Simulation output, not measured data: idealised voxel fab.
Process module, titled voxel capacitor over wiring
For reference, the cross-section in this document is cut, with width 235 nm and square cells of 5 nm.
Just so we're on the same page, the cross-sections are grids of square cells, and they're listed out in bands top to bottom, each band one or more rows deep.
It is stipulated that each band's entry specify, in nanometres, the height of the top of the band and then that of its bottom, followed by the materials of the band in left-to-right sequence, each together with its width in nanometres. A single material marked by the word "edge to edge" is understood to fill the band from edge to edge; the word "blank" is understood to denote empty space.
The level at which height equals 0 is the one under which the wafer, as it arrives, is entirely one material. No lower edge exists for the bottom band, which continues downward and is notated as in "0 and below".
With a width like "30..40", each row of cells in the band differs from the next by the same amount, the top row carrying the first number and the bottom row the second.
Take "stayed the same" at face value: in the step it is given for, the cross-section changed in none of its cells.
This entry, "Closed cavities", enumerates those empty regions of no fewer than 8 cells that possess no open connection to the top. Each region is reported in the form width x height at distance, the distance being taken from the left edge, with all three quantities expressed in nm.
Text after the settings on a step's line: the simulator's own remark on that step.
"overlay nm", when on a step's line for a step with a mask, measures how far to the right of its planned place the mask lay; a negative measure means to the left.

**Intended process steps**
1 op RECEIVE | material Si
2 op CONFORMAL_DEP | material SiO2 | thk nm 15
3 op CONFORMAL_DEP | material SiCN | thk nm 5
4 op DIRECTIONAL_DEP | material SiO2 | thk nm 25
5 op MASKED_ETCH | tone open | mask id METAL_1 | width nm 30 | pitch nm 85 | etch materials SiO2 | depth nm 25 | overlay nm 0
6 op MASKED_ETCH | tone open | mask id METAL_1 | width nm 30 | pitch nm 85 | etch materials SiCN | depth nm 5 | overlay nm 0
7 op CONFORMAL_DEP | material TiN | thk nm 5
8 op FILL_DEP | material Cu | thk nm 5
9 op CMP | height nm 45
10 op CONFORMAL_DEP | material SiCN | thk nm 5
11 op DIRECTIONAL_DEP | material SiO2 | thk nm 20
12 op DIRECTIONAL_DEP | material aC | thk nm 15
13 op PATTERN | tone open | mask id PLUG_1 | material resist | width nm 15 | thk nm 30 | overlay nm 0
14 op DIRECTIONAL_ETCH | etch materials aC | depth nm 15
15 op STRIP | etch materials resist
16 op DIRECTIONAL_ETCH | etch materials SiO2 | depth nm 20
17 op DIRECTIONAL_ETCH | etch materials SiCN | depth nm 5
18 op STRIP | etch materials aC
19 op CONFORMAL_DEP | material TiN | thk nm 5
20 op FILL_DEP | material Cu | thk nm 10
21 op CMP | height nm 70
22 op DIRECTIONAL_DEP | material TiN | thk nm 10
23 op DIRECTIONAL_DEP | material HfO2 | thk nm 5
24 op DIRECTIONAL_DEP | material TiN | thk nm 10
25 op PATTERN | tone cover | mask id UPPER_PLATE | material resist | width nm 60 | thk nm 15 | overlay nm 0
26 op DIRECTIONAL_ETCH | etch materials TiN | depth nm 10
27 op DIRECTIONAL_ETCH | etch materials HfO2 | depth nm 5
28 op STRIP | etch materials resist
29 op MASKED_ETCH | tone cover | mask id LOWER_PLATE | width nm 70 | etch materials TiN | depth nm 10 | overlay nm 0
30 op FILL_DEP | material SiO2 | thk nm 15
31 op CMP | height nm 105
32 op DIRECTIONAL_DEP | material aC | thk nm 15
33 op PATTERN | tone open | mask id PLUG_2 | material resist | width nm 15 | thk nm 30 | overlay nm 0
34 op DIRECTIONAL_ETCH | etch materials aC | depth nm 15
35 op STRIP | etch materials resist
36 op DIRECTIONAL_ETCH | etch materials SiO2 | depth nm 10
37 op STRIP | etch materials aC
38 op CONFORMAL_DEP | material TiN | thk nm 5
39 op FILL_DEP | material Ru | thk nm 10
40 op CMP | height nm 105
41 op CONFORMAL_DEP | material SiN | thk nm 5
It is noted that the wafers described herein are identical at the outset and are distinguished by the thk nm of step 3; the value stated in the plan corresponds to the first wafer.

**Sectional view: first of several wafers, as received, after step 1**
    0 and below: Si edge to edge
    Closed cavities: none

**First of several wafers: cross-section at the end of the module, after step 41, its last step**
    110 down to 105: SiN edge to edge
    105 down to 100: SiO2 85 nm, TiN 5 nm, Ru 5 nm, TiN 5 nm, SiO2 135 nm
    100 down to 95: SiO2 85 nm, TiN 15 nm, SiO2 135 nm
    95 down to 85: SiO2 75 nm, TiN 60 nm, SiO2 100 nm
    85 down to 80: SiO2 75 nm, HfO2 60 nm, SiO2 100 nm
    80 down to 70: SiO2 70 nm, TiN 70 nm, SiO2 95 nm
    70 down to 50: SiO2 75 nm, TiN 5 nm, Cu 5 nm, TiN 5 nm, SiO2 145 nm
    50 down to 45: SiCN 75 nm, TiN 15 nm, SiCN 145 nm
    45 down to 20: SiO2 60 nm, TiN 5 nm, Cu 20 nm, TiN 5 nm, SiO2 55 nm, TiN 5 nm, Cu 20 nm, TiN 5 nm, SiO2 60 nm
    20 down to 15: SiCN 60 nm, TiN 30 nm, SiCN 55 nm, TiN 30 nm, SiCN 60 nm
    15 down to 0: SiO2 edge to edge
    0 and below: Si edge to edge
    Closed cavities: none

**Cross-sectional view of the final wafer of several at the module's end**
    110 down to 105: SiN edge to edge
    105 down to 100: SiO2 85 nm, TiN 5 nm, Ru 5 nm, TiN 5 nm, SiO2 135 nm
    100 down to 95: SiO2 85 nm, TiN 15 nm, SiO2 135 nm
    95 down to 85: SiO2 75 nm, TiN 60 nm, SiO2 100 nm
    85 down to 80: SiO2 75 nm, HfO2 60 nm, SiO2 100 nm
    80 down to 70: SiO2 70 nm, TiN 70 nm, SiO2 95 nm
    70 down to 50: SiO2 75 nm, TiN 5 nm, Cu 5 nm, TiN 5 nm, SiO2 145 nm
    50 down to 45: SiCN 75 nm, TiN 15 nm, SiCN 145 nm
    45 down to 35: SiO2 60 nm, TiN 5 nm, Cu 20 nm, TiN 5 nm, SiO2 55 nm, TiN 5 nm, Cu 20 nm, TiN 5 nm, SiO2 60 nm
    35 down to 30: SiCN 60 nm, TiN 30 nm, SiCN 55 nm, TiN 30 nm, SiCN 60 nm
    30 down to 15: SiCN edge to edge
    15 down to 0: SiO2 edge to edge
    0 and below: Si edge to edge
    Closed cavities: none

**Per wafer, end of module: cells gained (+) or lost (-) per material since receipt, then closed voids**
thk nm 5; +44 Cu; +12 HfO2; +1 Ru; +79 SiCN; +47 SiN; +751 SiO2; +100 TiN; Closed cavities: none
thk nm 10; +36 Cu; +12 HfO2; +1 Ru; +126 SiCN; +47 SiN; +716 SiO2; +96 TiN; Closed cavities: none
thk nm 15; +28 Cu; +12 HfO2; +1 Ru; +173 SiCN; +47 SiN; +681 SiO2; +92 TiN; Closed cavities: none
thk nm 20; +20 Cu; +12 HfO2; +1 Ru; +220 SiCN; +47 SiN; +646 SiO2; +88 TiN; Closed cavities: none
